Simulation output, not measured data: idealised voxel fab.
The following process module bears the name voxel tone inversion.
FYI the section here is cut, 235 nm wide, cells are 5 nm squares.
Format of a cross-section: grid, square cells. Given as bands. Order: top down. Band: one or more rows of cells.
Band: top height; bottom height; in nm. Then, left to right: material with width in nm, for each material. "edge to edge": a single material spanning edge to edge. "empty": empty space.
Below 0: as-received wafer, all one material; heights counted from there. Lowest band: no bottom, goes on down, written "z 0 and below".
The notation "30 to 40" denotes a width that varies across the rows of cells in the band, beginning at the first number in the top row, finishing at the second number in the bottom row, and changing by an identical amount from each row to the next.
"no modification" means the step left every cell of the cross-section as it was.
"Fully sealed cavities" - sealed voids, min. 8 cells, no opening to top; format: width x height at distance (distance from left edge; nm throughout).
Where a step's line continues beyond its settings, the continuation is a remark by the simulator itself on that step.
The "overlay nm" setting may appear on a step's line; for a step that uses a mask, it gives how far to the right of its planned position the mask lay, and a negative value indicates the left.
Steps in the process plan:
1: RECEIVE | material Si
2: CONFORMAL_DEP | material SiCN | thk nm 5
3: DIRECTIONAL_DEP | material aC | thk nm 25
4: PATTERN | tone cover | mask id POSTS | material resist | width nm 20 | pitch nm 45 | thk nm 35 | overlay nm 0
5: DIRECTIONAL_ETCH | etch materials aC | depth nm 25
6: STRIP | etch materials resist
7: FILL_DEP | material lowk | thk nm 10
8: CMP | height nm 30
9: STRIP | etch materials aC
10: CONFORMAL_DEP | material TiN | thk nm 5
11: FILL_DEP | material Ru | thk nm 10
12: CMP | height nm 30
13: CONFORMAL_DEP | material SiCN | thk nm 5
First of two wafers: run as planned:
Cross-section of the wafer as it came to us, i.e., already through step 1:
- z 0 and below | Si edge to edge
- Fully sealed cavities: none
Cross-section of the wafer subsequent to step 2:
- z 5 to 0 | SiCN edge to edge
- Lower than 0, everything is as it was.
Cross-section of the wafer subsequent to step 3:
- z 30 to 5 | aC edge to edge
- Lower than 5, everything is as it was.
Cross-section of the wafer subsequent to step 4:
- z 65 to 30 | empty 60  resist 20  empty 25  resist 20  empty 25  resist 20  empty 65
- Lower than 30, everything is as it was.
Cross-section of the wafer subsequent to step 5:
- z 40 to 30 | empty 60  resist 20  empty 25  resist 20  empty 25  resist 20  empty 65
- z 30 to 5 | empty 60  aC 20  empty 25  aC 20  empty 25  aC 20  empty 65
- Lower than 5, everything is as it was.
Cross-section of the wafer subsequent to step 6:
- z 30 to 5 | empty 60  aC 20  empty 25  aC 20  empty 25  aC 20  empty 65
- Lower than 5, everything is as it was.
Cross-section of the wafer subsequent to step 7:
- z 40 to 30 | lowk edge to edge
- z 30 to 5 | lowk 60  aC 20  lowk 25  aC 20  lowk 25  aC 20  lowk 65
- Lower than 5, everything is as it was.
Cross-section of the wafer subsequent to step 8:
- z 30 to 5 | lowk 60  aC 20  lowk 25  aC 20  lowk 25  aC 20  lowk 65
- Lower than 5, everything is as it was.
Cross-section of the wafer subsequent to step 9:
- z 30 to 5 | lowk 60  empty 20  lowk 25  empty 20  lowk 25  empty 20  lowk 65
- Lower than 5, everything is as it was.
Cross-section of the wafer subsequent to step 10:
- z 35 to 30 | TiN 65  empty 10  TiN 35  empty 10  TiN 35  empty 10  TiN 70
- z 30 to 10 | lowk 60  TiN 5  empty 10  TiN 5  lowk 25  TiN 5  empty 10  TiN 5  lowk 25  TiN 5  empty 10  TiN 5  lowk 65
- z 10 to 5 | lowk 60  TiN 20  lowk 25  TiN 20  lowk 25  TiN 20  lowk 65
- Lower than 5, everything is as it was.
Cross-section of the wafer subsequent to step 11:
- z 45 to 35 | Ru edge to edge
- z 35 to 30 | TiN 65  Ru 10  TiN 35  Ru 10  TiN 35  Ru 10  TiN 70
- z 30 to 10 | lowk 60  TiN 5  Ru 10  TiN 5  lowk 25  TiN 5  Ru 10  TiN 5  lowk 25  TiN 5  Ru 10  TiN 5  lowk 65
- Lower than 10, everything is as it was.
Cross-section of the wafer subsequent to step 12:
- z 30 to 10 | lowk 60  TiN 5  Ru 10  TiN 5  lowk 25  TiN 5  Ru 10  TiN 5  lowk 25  TiN 5  Ru 10  TiN 5  lowk 65
- Lower than 10, everything is as it was.
Cross-section of the wafer subsequent to step 13:
- z 35 to 30 | SiCN edge to edge
- Lower than 30, everything is as it was.
Wafer two: like wafer one in start and plan, but with one mistake in execution; identical up to and including step 3:
Cross-sectional representation of the second wafer at the time designated in the plan for the completion of step 4:
- z 65 to 30 | empty 50  resist 20  empty 25  resist 20  empty 25  resist 20  empty 75
- Lower than 30, everything is as it was.
Cross-sectional representation of the second wafer at the time designated in the plan for the completion of step 5:
- z 40 to 30 | empty 50  resist 20  empty 25  resist 20  empty 25  resist 20  empty 75
- z 30 to 5 | empty 50  aC 20  empty 25  aC 20  empty 25  aC 20  empty 75
- Lower than 5, everything is as it was.
Cross-sectional representation of the second wafer at the time designated in the plan for the completion of step 6:
- z 30 to 5 | empty 50  aC 20  empty 25  aC 20  empty 25  aC 20  empty 75
- Lower than 5, everything is as it was.
Cross-sectional representation of the second wafer at the time designated in the plan for the completion of step 7:
- z 40 to 30 | lowk edge to edge
- z 30 to 5 | lowk 50  aC 20  lowk 25  aC 20  lowk 25  aC 20  lowk 75
- Lower than 5, everything is as it was.
Cross-sectional representation of the second wafer at the time designated in the plan for the completion of step 8:
- z 30 to 5 | lowk 50  aC 20  lowk 25  aC 20  lowk 25  aC 20  lowk 75
- Lower than 5, everything is as it was.
Cross-sectional representation of the second wafer at the time designated in the plan for the completion of step 9:
- z 30 to 5 | lowk 50  empty 20  lowk 25  empty 20  lowk 25  empty 20  lowk 75
- Lower than 5, everything is as it was.
Cross-sectional representation of the second wafer at the time designated in the plan for the completion of step 10:
- z 35 to 30 | TiN 55  empty 10  TiN 35  empty 10  TiN 35  empty 10  TiN 80
- z 30 to 10 | lowk 50  TiN 5  empty 10  TiN 5  lowk 25  TiN 5  empty 10  TiN 5  lowk 25  TiN 5  empty 10  TiN 5  lowk 75
- z 10 to 5 | lowk 50  TiN 20  lowk 25  TiN 20  lowk 25  TiN 20  lowk 75
- Lower than 5, everything is as it was.
Cross-sectional representation of the second wafer at the time designated in the plan for the completion of step 11:
- z 45 to 35 | Ru edge to edge
- z 35 to 30 | TiN 55  Ru 10  TiN 35  Ru 10  TiN 35  Ru 10  TiN 80
- z 30 to 10 | lowk 50  TiN 5  Ru 10  TiN 5  lowk 25  TiN 5  Ru 10  TiN 5  lowk 25  TiN 5  Ru 10  TiN 5  lowk 75
- Lower than 10, everything is as it was.
Cross-sectional representation of the second wafer at the time designated in the plan for the completion of step 12:
- z 30 to 10 | lowk 50  TiN 5  Ru 10  TiN 5  lowk 25  TiN 5  Ru 10  TiN 5  lowk 25  TiN 5  Ru 10  TiN 5  lowk 75
- Lower than 10, everything is as it was.
Cross-sectional representation of the second wafer at the time designated in the plan for the completion of step 13:
- z 35 to 30 | SiCN edge to edge
- Lower than 30, everything is as it was.
Here's what went sideways: step 4 changed vs plan, executed as PATTERN | tone cover | mask id POSTS | material resist | width nm 20 | pitch nm 45 | thk nm 35 | overlay nm -10
If you tally the cells, the second wafer ends up with the same amount of every material as the first; it's all just sitting in different places.
